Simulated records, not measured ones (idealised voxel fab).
Process module, titled voxel fin reveal
275 nm wide, 5 nm square cells: that's cross-section cut.
Notation: cross-section as square-cell grid; stated in bands, top first, going down; one or more cell rows per band.
A band entry consists of two parts. The first gives the height of the band's top and the height of its bottom, in nm. The rest lists the band's materials from left to right, each with its width in nm. A single material labelled with the word "edge to edge" fills the band from edge to edge, and the word "air" marks empty space.
Height datum 0, below which the as-received substrate wafer is one material. Lowest band open at the bottom, running downward: "0 and below".
A width such as "30..40" changes by the same amount from each row of cells to the next, from the band's top row to its bottom row.
Reading "no modifications" for a step: not a cell of the cross-section changed in it.
What "Enclosed cavity list" gives you is every empty space of 8 cells or more that is cut off from the top. Each appears as width x height at distance, with the distance taken from the left edge and width, height and distance all in nm.
Read whatever lies past the settings on a step's line as the simulator's own remark about the step.
overlay nm, on a step with a mask: how far to the right of its planned place the mask lay; to the left if negative
### Here's what the planned process steps look like
1 RECEIVE with material Si
2 CONFORMAL_DEP with material SiN, thk nm 5
3 MASKED_ETCH with tone cover, mask id FINS, width nm 15, pitch nm 40, etch materials SiN, depth nm 5, overlay nm 0
4 MASKED_ETCH with tone cover, mask id FINS, width nm 15, pitch nm 40, etch materials Si, depth nm 30, overlay nm 0
5 OXIDIZE with depth nm 5
6 FILL_DEP with material SiO2, thk nm 15
7 CMP with height nm 5
8 SELECTIVE_ETCH with etch materials SiO2, depth nm 15
9 STRIP with etch materials SiN
10 CONFORMAL_DEP with material SiO2, thk nm 5
### Shown in cross-section is the wafer as received, that is, as it stands after step 1
- 0 and below | Si edge to edge
- Enclosed cavity list: none
### Wafer cross-section at end of module: start and plan as shown above, one execution error
- 5 down to 0 | air (110) | SiO2 (15) | air (25) | SiO2 (15) | air (110)
- 0 down to -5 | air (110) | SiO2 (5) | Si (5) | SiO2 (5) | air (25) | SiO2 (5) | Si (5) | SiO2 (5) | air (110)
- -5 down to -10 | SiO2 (100) | air (10) | SiO2 (5) | Si (5) | SiO2 (5) | air (25) | SiO2 (5) | Si (5) | SiO2 (5) | air (10) | SiO2 (100)
- -10 down to -35 | SiO2 (115) | Si (5) | SiO2 (35) | Si (5) | SiO2 (115)
- -35 and below | Si edge to edge
- Enclosed cavity list: none
Run error: steps 8 and 9 traded places in the executed sequence
